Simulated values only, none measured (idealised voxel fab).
Title: Process Module voxel trench capacitor
We display cut, a cross-section 255 nm in width whose square cells are each 5 nm.
In this document a cross-section is written as a grid of square cells. It is given as a series of bands, listed from the top down, and a band is one or more rows of cells. Band entry format. Leading values: height of top, height of bottom, nm. Remainder: materials in left-to-right order, each with its width in nm. Special words: "throughout" on a single material, which then fills the band edge to edge; "blank", empty space. Counting heights begins at 0, where everything beneath is, in the wafer as received, one material. The lowest band has no bottom; it goes on downwards, as "0 down" shows. Think of "30 to 40" as a width that walks from the first number to the second as you go down the band, top row to bottom row, taking equal-sized steps from row to row. "left unchanged" -> step changed no cross-section cell. For the entry "Unvented voids", the listed items are empty spaces with no open way to the top whose size is 8 cells or more; each item follows the pattern width x height at distance, where distance is from the left edge and all three are in nm. On each step's line, the part that comes after the settings is the simulator's own comment on the step. When a step includes a mask, the "overlay nm" setting on its line states how far to the right of its planned place that mask lay, and negative values state how far to the left.
-- Here's what the planned process steps look like
1) RECEIVE,material Si
2) CONFORMAL_DEP,material SiN,thk nm 10
3) PATTERN,tone open,mask id TRENCH,material resist,width nm 25,pitch nm 50,thk nm 20,overlay nm 0
4) DIRECTIONAL_ETCH,etch materials SiN,depth nm 10
5) DIRECTIONAL_ETCH,etch materials Si,depth nm 30
6) STRIP,etch materials resist
7) CONFORMAL_DEP,material Al2O3,thk nm 5
8) CONFORMAL_DEP,material TiN,thk nm 5
9) FILL_DEP,material W,thk nm 10
10) CMP,height nm 10
-- So this is the incoming wafer in cross-section - it's already been through step 1
0 down  Si throughout
Unvented voids: none
-- As-planned run: cross-section of the first of two wafers at end of module
10 to 0  SiN 40 | Al2O3 5 | TiN 5 | W 5 | TiN 5 | Al2O3 5 | SiN 25 | Al2O3 5 | TiN 5 | W 5 | TiN 5 | Al2O3 5 | SiN 25 | Al2O3 5 | TiN 5 | W 5 | TiN 5 | Al2O3 5 | SiN 25 | Al2O3 5 | TiN 5 | W 5 | TiN 5 | Al2O3 5 | SiN 40
0 to -20  Si 40 | Al2O3 5 | TiN 5 | W 5 | TiN 5 | Al2O3 5 | Si 25 | Al2O3 5 | TiN 5 | W 5 | TiN 5 | Al2O3 5 | Si 25 | Al2O3 5 | TiN 5 | W 5 | TiN 5 | Al2O3 5 | Si 25 | Al2O3 5 | TiN 5 | W 5 | TiN 5 | Al2O3 5 | Si 40
-20 to -25  Si 40 | Al2O3 5 | TiN 15 | Al2O3 5 | Si 25 | Al2O3 5 | TiN 15 | Al2O3 5 | Si 25 | Al2O3 5 | TiN 15 | Al2O3 5 | Si 25 | Al2O3 5 | TiN 15 | Al2O3 5 | Si 40
-25 to -30  Si 40 | Al2O3 25 | Si 25 | Al2O3 25 | Si 25 | Al2O3 25 | Si 25 | Al2O3 25 | Si 40
-30 down  Si throughout
Unvented voids: none
-- The second wafer, shown in cross-section after the module: started the same way as the first and given the same plan, yet one mistake crept into how it was run
10 to 0  SiN 40 | TiN 5 | W 15 | TiN 5 | SiN 25 | TiN 5 | W 15 | TiN 5 | SiN 25 | TiN 5 | W 15 | TiN 5 | SiN 25 | TiN 5 | W 15 | TiN 5 | SiN 40
0 to -25  Si 40 | TiN 5 | W 15 | TiN 5 | Si 25 | TiN 5 | W 15 | TiN 5 | Si 25 | TiN 5 | W 15 | TiN 5 | Si 25 | TiN 5 | W 15 | TiN 5 | Si 40
-25 to -30  Si 40 | TiN 25 | Si 25 | TiN 25 | Si 25 | TiN 25 | Si 25 | TiN 25 | Si 40
-30 down  Si throughout
Unvented voids: none
Deviation noted in wafer processing: step 7 from the plan never happened, it was just skipped
The second wafer ends with more or fewer cells of some materials than the first, per final count: 76 fewer of Al2O3, 16 more of TiN, 60 more of W
